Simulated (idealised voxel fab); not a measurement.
Title: Process Module voxel capacitor over wiring
The figure presents cross-section cut, which has a width of 235 nm and is divided into square cells with an edge length of 5 nm.
In this document a cross-section is written as a grid of square cells. It is given as a series of bands, listed from the top down, and a band is one or more rows of cells.
Heads up on the band format: heights come first, top then bottom, in nm. After that it's the materials left to right, each with its width in nm. A single material flagged "all across" fills the whole band edge to edge, and "air" means there's empty space there.
Height reference: 0 = level under which incoming wafer is all one material. Lowest band: no bottom, runs on downward, e.g. "0 and below".
Per-row width for "30 to 40": begins at first number (top row of band), ends at second number (bottom row), increment between rows held constant.
Basically "everything unchanged" means that step didn't change any cell in the cross-section.
Any empty space of 8 cells or more lacking an open way to the top shows up in "Sealed cavities" as width x height at distance, distance from the left edge, in nm.
Past the settings on a step's line: simulator remark, on that step.
Regarding "overlay nm": on a step with a mask, it is the distance the mask lay to the right of its planned place; a negative value places it to the left.
Planned process steps
1: RECEIVE: material Si
2: CONFORMAL_DEP: material SiO2, thk nm 10
3: DIRECTIONAL_DEP: material TiN, thk nm 5
4: DIRECTIONAL_DEP: material Ru, thk nm 25
5: DIRECTIONAL_DEP: material aC, thk nm 10
6: PATTERN: tone cover, mask id METAL_1, material resist, width nm 30, pitch nm 80, thk nm 25, overlay nm 0
7: DIRECTIONAL_ETCH: etch materials aC, depth nm 10
8: STRIP: etch materials resist
9: DIRECTIONAL_ETCH: etch materials Ru, depth nm 25
10: DIRECTIONAL_ETCH: etch materials TiN, depth nm 5
11: STRIP: etch materials aC
12: CONFORMAL_DEP: material SiCN, thk nm 5
13: FILL_DEP: material lowk, thk nm 10
14: CMP: height nm 40
15: CONFORMAL_DEP: material SiCN, thk nm 5
16: DIRECTIONAL_DEP: material lowk, thk nm 10
17: MASKED_ETCH: tone open, mask id PLUG_1, width nm 15, etch materials lowk, depth nm 10, overlay nm 0
18: MASKED_ETCH: tone open, mask id PLUG_1, width nm 15, etch materials SiCN, depth nm 5, overlay nm 0
19: CONFORMAL_DEP: material TiN, thk nm 5
20: FILL_DEP: material Cu, thk nm 10
21: CMP: height nm 55
22: DIRECTIONAL_DEP: material TiN, thk nm 10
23: DIRECTIONAL_DEP: material Al2O3, thk nm 5
24: DIRECTIONAL_DEP: material TiN, thk nm 5
25: PATTERN: tone cover, mask id UPPER_PLATE, material resist, width nm 55, thk nm 15, overlay nm 0
26: DIRECTIONAL_ETCH: etch materials TiN, depth nm 5
27: DIRECTIONAL_ETCH: etch materials Al2O3, depth nm 5
28: STRIP: etch materials resist
29: MASKED_ETCH: tone cover, mask id LOWER_PLATE, width nm 65, etch materials TiN, depth nm 10, overlay nm 0
30: FILL_DEP: material SiO2, thk nm 15
31: CMP: height nm 85
32: PATTERN: tone open, mask id PLUG_2, material resist, width nm 15, thk nm 20, overlay nm 0
33: DIRECTIONAL_ETCH: etch materials SiO2, depth nm 10
34: STRIP: etch materials resist
35: CONFORMAL_DEP: material TiN, thk nm 5
36: FILL_DEP: material Cu, thk nm 10
37: CMP: height nm 85
38: CONFORMAL_DEP: material SiN, thk nm 5
The first of two wafers, run as planned
As received, after step 1
0 and below = Si all across
Sealed cavities: none
How the wafer stands in section after step 2
10 down to 0 = SiO2 all across
For the remainder of the cross-section, below 0, there is no change.
How the wafer stands in section after step 3
15 down to 10 = TiN all across
For the remainder of the cross-section, below 10, there is no change.
How the wafer stands in section after step 4
40 down to 15 = Ru all across
For the remainder of the cross-section, below 15, there is no change.
How the wafer stands in section after step 5
50 down to 40 = aC all across
For the remainder of the cross-section, below 40, there is no change.
How the wafer stands in section after step 6
75 down to 50 = air=60; resist=30; air=50; resist=30; air=65
For the remainder of the cross-section, below 50, there is no change.
How the wafer stands in section after step 7
65 down to 50 = air=60; resist=30; air=50; resist=30; air=65
50 down to 40 = air=60; aC=30; air=50; aC=30; air=65
For the remainder of the cross-section, below 40, there is no change.
How the wafer stands in section after step 8
50 down to 40 = air=60; aC=30; air=50; aC=30; air=65
For the remainder of the cross-section, below 40, there is no change.
How the wafer stands in section after step 9
50 down to 40 = air=60; aC=30; air=50; aC=30; air=65
40 down to 15 = air=60; Ru=30; air=50; Ru=30; air=65
For the remainder of the cross-section, below 15, there is no change.
How the wafer stands in section after step 10
50 down to 40 = air=60; aC=30; air=50; aC=30; air=65
40 down to 15 = air=60; Ru=30; air=50; Ru=30; air=65
15 down to 10 = air=60; TiN=30; air=50; TiN=30; air=65
For the remainder of the cross-section, below 10, there is no change.
How the wafer stands in section after step 11
40 down to 15 = air=60; Ru=30; air=50; Ru=30; air=65
For the remainder of the cross-section, below 15, there is no change.
How the wafer stands in section after step 12
45 down to 40 = air=55; SiCN=40; air=40; SiCN=40; air=60
40 down to 15 = air=55; SiCN=5; Ru=30; SiCN=5; air=40; SiCN=5; Ru=30; SiCN=5; air=60
15 down to 10 = SiCN=60; TiN=30; SiCN=50; TiN=30; SiCN=65
For the remainder of the cross-section, below 10, there is no change.
How the wafer stands in section after step 13
55 down to 45 = lowk all across
45 down to 40 = lowk=55; SiCN=40; lowk=40; SiCN=40; lowk=60
40 down to 15 = lowk=55; SiCN=5; Ru=30; SiCN=5; lowk=40; SiCN=5; Ru=30; SiCN=5; lowk=60
For the remainder of the cross-section, below 15, there is no change.
How the wafer stands in section after step 14
40 down to 15 = lowk=55; SiCN=5; Ru=30; SiCN=5; lowk=40; SiCN=5; Ru=30; SiCN=5; lowk=60
For the remainder of the cross-section, below 15, there is no change.
How the wafer stands in section after step 15
45 down to 40 = SiCN all across
For the remainder of the cross-section, below 40, there is no change.
How the wafer stands in section after step 16
55 down to 45 = lowk all across
For the remainder of the cross-section, below 45, there is no change.
How the wafer stands in section after step 17
55 down to 45 = lowk=75; air=15; lowk=145
For the remainder of the cross-section, below 45, there is no change.
How the wafer stands in section after step 18
55 down to 45 = lowk=75; air=15; lowk=145
45 down to 40 = SiCN=75; air=15; SiCN=145
For the remainder of the cross-section, below 40, there is no change.
How the wafer stands in section after step 19
60 down to 55 = TiN=80; air=5; TiN=150
55 down to 45 = lowk=75; TiN=5; air=5; TiN=5; lowk=145
45 down to 40 = SiCN=75; TiN=15; SiCN=145
For the remainder of the cross-section, below 40, there is no change.
How the wafer stands in section after step 20
70 down to 60 = Cu all across
60 down to 55 = TiN=80; Cu=5; TiN=150
55 down to 45 = lowk=75; TiN=5; Cu=5; TiN=5; lowk=145
For the remainder of the cross-section, below 45, there is no change.
How the wafer stands in section after step 21
55 down to 45 = lowk=75; TiN=5; Cu=5; TiN=5; lowk=145
For the remainder of the cross-section, below 45, there is no change.
How the wafer stands in section after step 22
65 down to 55 = TiN all across
For the remainder of the cross-section, below 55, there is no change.
How the wafer stands in section after step 23
70 down to 65 = Al2O3 all across
For the remainder of the cross-section, below 65, there is no change.
How the wafer stands in section after step 24
75 down to 70 = TiN all across
For the remainder of the cross-section, below 70, there is no change.
How the wafer stands in section after step 25
90 down to 75 = air=75; resist=55; air=105
For the remainder of the cross-section, below 75, there is no change.
How the wafer stands in section after step 26
90 down to 75 = air=75; resist=55; air=105
75 down to 70 = air=75; TiN=55; air=105
For the remainder of the cross-section, below 70, there is no change.
How the wafer stands in section after step 27
90 down to 75 = air=75; resist=55; air=105
75 down to 70 = air=75; TiN=55; air=105
70 down to 65 = air=75; Al2O3=55; air=105
For the remainder of the cross-section, below 65, there is no change.
How the wafer stands in section after step 28
75 down to 70 = air=75; TiN=55; air=105
For the remainder of the cross-section, below 70, there is no change.
How the wafer stands in section after step 29
75 down to 70 = air=75; TiN=55; air=105
70 down to 65 = air=75; Al2O3=55; air=105
65 down to 55 = air=70; TiN=65; air=100
For the remainder of the cross-section, below 55, there is no change.
How the wafer stands in section after step 30
90 down to 75 = SiO2 all across
75 down to 70 = SiO2=75; TiN=55; SiO2=105
70 down to 65 = SiO2=75; Al2O3=55; SiO2=105
65 down to 55 = SiO2=70; TiN=65; SiO2=100
For the remainder of the cross-section, below 55, there is no change.
How the wafer stands in section after step 31
85 down to 75 = SiO2 all across
For the remainder of the cross-section, below 75, there is no change.
How the wafer stands in section after step 32
105 down to 85 = resist=85; air=15; resist=135
For the remainder of the cross-section, below 85, there is no change.
How the wafer stands in section after step 33
105 down to 85 = resist=85; air=15; resist=135
85 down to 75 = SiO2=85; air=15; SiO2=135
For the remainder of the cross-section, below 75, there is no change.
How the wafer stands in section after step 34
85 down to 75 = SiO2=85; air=15; SiO2=135
For the remainder of the cross-section, below 75, there is no change.
How the wafer stands in section after step 35
90 down to 85 = TiN=90; air=5; TiN=140
85 down to 80 = SiO2=85; TiN=5; air=5; TiN=5; SiO2=135
80 down to 70 = SiO2=85 to 75; TiN=15 to 55; SiO2=135 to 105
For the remainder of the cross-section, below 70, there is no change.
How the wafer stands in section after step 36
100 down to 90 = Cu all across
90 down to 85 = TiN=90; Cu=5; TiN=140
85 down to 80 = SiO2=85; TiN=5; Cu=5; TiN=5; SiO2=135
For the remainder of the cross-section, below 80, there is no change.
How the wafer stands in section after step 37
85 down to 80 = SiO2=85; TiN=5; Cu=5; TiN=5; SiO2=135
For the remainder of the cross-section, below 80, there is no change.
How the wafer stands in section after step 38
90 down to 85 = SiN all across
For the remainder of the cross-section, below 85, there is no change.
The remaining wafer, second of the two, started like the first and was run to the same plan, except that one mistake was made along the way; the two coincide through step 16, inclusive
Cross-section of the second wafer at the time by which step 17 should have been completed according to the plan
55 down to 45 = lowk=70; air=25; lowk=140
For the remainder of the cross-section, below 45, there is no change.
Cross-section of the second wafer at the time by which step 18 should have been completed according to the plan
55 down to 45 = lowk=70; air=25; lowk=140
45 down to 40 = SiCN=75; air=15; SiCN=145
For the remainder of the cross-section, below 40, there is no change.
Cross-section of the second wafer at the time by which step 19 should have been completed according to the plan
60 down to 55 = TiN=75; air=15; TiN=145
55 down to 45 = lowk=70; TiN=5 to 10; air=15 to 5; TiN=5 to 10; lowk=140
45 down to 40 = SiCN=75; TiN=15; SiCN=145
For the remainder of the cross-section, below 40, there is no change.
Cross-section of the second wafer at the time by which step 20 should have been completed according to the plan
70 down to 60 = Cu all across
60 down to 55 = TiN=75; Cu=15; TiN=145
55 down to 45 = lowk=70; TiN=5 to 10; Cu=15 to 5; TiN=5 to 10; lowk=140
For the remainder of the cross-section, below 45, there is no change.
Cross-section of the second wafer at the time by which step 21 should have been completed according to the plan
55 down to 45 = lowk=70; TiN=5 to 10; Cu=15 to 5; TiN=5 to 10; lowk=140
For the remainder of the cross-section, below 45, there is no change.
Cross-section of the second wafer at the time by which step 22 should have been completed according to the plan
65 down to 55 = TiN all across
For the remainder of the cross-section, below 55, there is no change.
Cross-section of the second wafer at the time by which step 23 should have been completed according to the plan
70 down to 65 = Al2O3 all across
For the remainder of the cross-section, below 65, there is no change.
Cross-section of the second wafer at the time by which step 24 should have been completed according to the plan
75 down to 70 = TiN all across
For the remainder of the cross-section, below 70, there is no change.
Cross-section of the second wafer at the time by which step 25 should have been completed according to the plan
90 down to 75 = air=75; resist=55; air=105
For the remainder of the cross-section, below 75, there is no change.
Cross-section of the second wafer at the time by which step 26 should have been completed according to the plan
90 down to 75 = air=75; resist=55; air=105
75 down to 70 = air=75; TiN=55; air=105
For the remainder of the cross-section, below 70, there is no change.
Cross-section of the second wafer at the time by which step 27 should have been completed according to the plan
90 down to 75 = air=75; resist=55; air=105
75 down to 70 = air=75; TiN=55; air=105
70 down to 65 = air=75; Al2O3=55; air=105
For the remainder of the cross-section, below 65, there is no change.
Cross-section of the second wafer at the time by which step 28 should have been completed according to the plan
75 down to 70 = air=75; TiN=55; air=105
For the remainder of the cross-section, below 70, there is no change.
Cross-section of the second wafer at the time by which step 29 should have been completed according to the plan
75 down to 70 = air=75; TiN=55; air=105
70 down to 65 = air=75; Al2O3=55; air=105
65 down to 55 = air=70; TiN=65; air=100
For the remainder of the cross-section, below 55, there is no change.
Cross-section of the second wafer at the time by which step 30 should have been completed according to the plan
90 down to 75 = SiO2 all across
75 down to 70 = SiO2=75; TiN=55; SiO2=105
70 down to 65 = SiO2=75; Al2O3=55; SiO2=105
65 down to 55 = SiO2=70; TiN=65; SiO2=100
For the remainder of the cross-section, below 55, there is no change.
Cross-section of the second wafer at the time by which step 31 should have been completed according to the plan
85 down to 75 = SiO2 all across
For the remainder of the cross-section, below 75, there is no change.
Cross-section of the second wafer at the time by which step 32 should have been completed according to the plan
105 down to 85 = resist=85; air=15; resist=135
For the remainder of the cross-section, below 85, there is no change.
Cross-section of the second wafer at the time by which step 33 should have been completed according to the plan
105 down to 85 = resist=85; air=15; resist=135
85 down to 75 = SiO2=85; air=15; SiO2=135
For the remainder of the cross-section, below 75, there is no change.
Cross-section of the second wafer at the time by which step 34 should have been completed according to the plan
85 down to 75 = SiO2=85; air=15; SiO2=135
For the remainder of the cross-section, below 75, there is no change.
Cross-section of the second wafer at the time by which step 35 should have been completed according to the plan
90 down to 85 = TiN=90; air=5; TiN=140
85 down to 80 = SiO2=85; TiN=5; air=5; TiN=5; SiO2=135
80 down to 70 = SiO2=85 to 75; TiN=15 to 55; SiO2=135 to 105
For the remainder of the cross-section, below 70, there is no change.
Cross-section of the second wafer at the time by which step 36 should have been completed according to the plan
100 down to 90 = Cu all across
90 down to 85 = TiN=90; Cu=5; TiN=140
85 down to 80 = SiO2=85; TiN=5; Cu=5; TiN=5; SiO2=135
For the remainder of the cross-section, below 80, there is no change.
Cross-section of the second wafer at the time by which step 37 should have been completed according to the plan
85 down to 80 = SiO2=85; TiN=5; Cu=5; TiN=5; SiO2=135
For the remainder of the cross-section, below 80, there is no change.
Cross-section of the second wafer at the time by which step 38 should have been completed according to the plan
90 down to 85 = SiN all across
For the remainder of the cross-section, below 85, there is no change.
Nonconformance to the process plan: step 17 ran with different settings than intended, the actual operation and settings being MASKED_ETCH: tone open, mask id PLUG_1, width nm 25, etch materials lowk, depth nm 10, overlay nm 0
Count the cells at the end and the second wafer has more or fewer of some materials than the first: +2 Cu, +2 TiN, -4 lowk
